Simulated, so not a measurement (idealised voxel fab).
Module name: voxel transistor to metal (process module)
Cross-sectional view cut (width: 215 nm; square cell size: 5 nm).
A cross-section in this document is a grid of square cells, and it is written down as bands, the top band listed before the ones below it; a band is made up of one or more rows of cells.
Quick guide to a band line: top height, bottom height (nm) up front; then every material left to right with its width in nm. Only one material and it's marked "everywhere"? Then it fills the band edge to edge. And "empty" just means empty space.
Heights are measured from 0, the level below which the as-received wafer is all one material; the lowest band has no bottom and continues downward, written as in "z 0 and below".
The width entry "30 to 40" should be interpreted row by row: the top row of cells in the band takes the first number, the bottom row takes the second number, and the change between adjacent rows is uniform throughout.
The designation "no modifications", where it is given for a processing step, indicates that no cell of the cross-section was altered in the course of that step.
Heads up: "Entrapped void list" only lists the empty pockets with no open path to the top that are 8 cells or more, and it writes them as width x height at distance, distance from the left edge, in nm.
Text after the settings on a step's line: the simulator's own remark on that step.
What "overlay nm" on a step's line means: if the step has a mask, that mask lay this far to the right of its planned place, or, when the value is negative, to the left.

### Here's what the planned process steps look like
1) RECEIVE,material Si
2) OXIDIZE,depth nm 5
3) CONFORMAL_DEP,material SiN,thk nm 15
4) PATTERN,tone cover,mask id ACTIVE,material resist,width nm 100,thk nm 20,overlay nm 0
5) DIRECTIONAL_ETCH,etch materials SiN,depth nm 15
6) DIRECTIONAL_ETCH,etch materials SiO2,depth nm 5
7) DIRECTIONAL_ETCH,etch materials Si,depth nm 20
8) STRIP,etch materials resist
9) FILL_DEP,material SiO2,thk nm 15
10) CMP,height nm 15
11) SELECTIVE_ETCH,etch materials SiO2,depth nm 10
12) STRIP,etch materials SiN
13) SELECTIVE_ETCH,etch materials SiO2,depth nm 5
14) OXIDIZE,depth nm 5
15) DIRECTIONAL_DEP,material polySi,thk nm 20
16) DIRECTIONAL_DEP,material SiCN,thk nm 10
17) PATTERN,tone cover,mask id GATE,material resist,width nm 20,thk nm 15,overlay nm 0
18) DIRECTIONAL_ETCH,etch materials SiCN,depth nm 20
19) DIRECTIONAL_ETCH,etch materials polySi,depth nm 30
20) STRIP,etch materials resist
21) CONFORMAL_DEP,material SiN,thk nm 5
22) DIRECTIONAL_ETCH,etch materials SiN,depth nm 5
23) DIRECTIONAL_ETCH,etch materials SiO2,depth nm 5
24) DIRECTIONAL_ETCH,etch materials Si,depth nm 5
25) EPI,material SiGe,thk nm 5
26) FILL_DEP,material SiO2,thk nm 10
27) CMP,height nm 25
28) DIRECTIONAL_DEP,material SiO2,thk nm 15
29) PATTERN,tone open,mask id CONTACT,material resist,width nm 30,pitch nm 60,thk nm 20,overlay nm 0
30) DIRECTIONAL_ETCH,etch materials SiO2,depth nm 50
31) STRIP,etch materials resist
32) CONFORMAL_DEP,material TiN,thk nm 5
33) FILL_DEP,material W,thk nm 5
34) CMP,height nm 40
35) DIRECTIONAL_DEP,material TiN,thk nm 5
36) DIRECTIONAL_DEP,material Ru,thk nm 20
37) PATTERN,tone cover,mask id METAL_1,material resist,width nm 15,pitch nm 75,thk nm 15,overlay nm 0
38) DIRECTIONAL_ETCH,etch materials Ru,depth nm 20
39) DIRECTIONAL_ETCH,etch materials TiN,depth nm 5
40) STRIP,etch materials resist
41) FILL_DEP,material lowk,thk nm 10
42) CMP,height nm 65
43) CONFORMAL_DEP,material SiN,thk nm 5

### Shown in cross-section is the wafer as received, that is, as it stands after step 1
* z 0 and below  Si everywhere
* Entrapped void list: none

### Sectioned view, first of two wafers, at the close of the module, processed as intended in the plan
* z 70 to 65  SiN everywhere
* z 65 to 45  60 of lowk  15 of Ru  60 of lowk  15 of Ru  65 of lowk
* z 45 to 40  60 of lowk  15 of TiN  60 of lowk  15 of TiN  65 of lowk
* z 40 to 25  60 of SiO2  5 of TiN  20 of W  5 of TiN  30 of SiO2  5 of TiN  20 of W  5 of TiN  65 of SiO2
* z 25 to 15  60 of SiO2  5 of TiN  20 of W  5 of TiN  5 of SiN  20 of SiCN  5 of SiN  5 of TiN  20 of W  5 of TiN  65 of SiO2
* z 15 to 0  60 of SiO2  5 of TiN  20 of W  5 of TiN  5 of SiN  20 of polySi  5 of SiN  5 of TiN  20 of W  5 of TiN  65 of SiO2
* z 0 to -5  50 of SiO2  5 of SiN  5 of SiO2  5 of TiN  15 of W  10 of TiN  5 of SiN  20 of polySi  5 of SiN  10 of TiN  15 of W  5 of TiN  5 of SiO2  5 of SiN  55 of SiO2
* z -5 to -10  60 of SiO2  25 of TiN  5 of SiGe  30 of SiO2  5 of SiGe  25 of TiN  65 of SiO2
* z -10 to -15  55 of SiO2  35 of SiGe  30 of Si  35 of SiGe  60 of SiO2
* z -15 to -25  55 of SiO2  100 of Si  60 of SiO2
* z -25 and below  Si everywhere
* Entrapped void list: none

### This is the second of the two wafers, cross-sectioned at the end of the module; it started exactly like the first and was given the same plan, but it was run with one mistake
* z 70 to 65  SiN everywhere
* z 65 to 45  60 of lowk  15 of Ru  60 of lowk  15 of Ru  65 of lowk
* z 45 to 40  60 of lowk  15 of TiN  60 of lowk  15 of TiN  65 of lowk
* z 40 to 25  60 of SiO2  5 of TiN  20 of W  5 of TiN  30 of SiO2  5 of TiN  20 of W  5 of TiN  65 of SiO2
* z 25 to 15  60 of SiO2  5 of TiN  20 of W  5 of TiN  5 of SiN  20 of SiCN  5 of SiN  5 of TiN  20 of W  5 of TiN  65 of SiO2
* z 15 to 0  60 of SiO2  5 of TiN  20 of W  5 of TiN  5 of SiN  20 of polySi  5 of SiN  5 of TiN  20 of W  5 of TiN  65 of SiO2
* z 0 to -5  50 of SiO2  5 of SiN  5 of SiO2  5 of TiN  15 of W  10 of TiN  5 of SiN  20 of polySi  5 of SiN  10 of TiN  15 of W  5 of TiN  5 of SiO2  5 of SiN  55 of SiO2
* z -5 to -10  60 of SiO2  25 of TiN  5 of SiGe  30 of SiO2  5 of SiGe  25 of TiN  65 of SiO2
* z -10 to -15  55 of SiO2  35 of SiGe  30 of Si  35 of SiGe  60 of SiO2
* z -15 to -45  55 of SiO2  100 of Si  60 of SiO2
* z -45 and below  Si everywhere
* Entrapped void list: none
Deviation noted in wafer processing: step 7 of the plan saw execution twice
Final comparison by cell count, materials where the second wafer has more or fewer than the first: Si -92, SiO2 +92
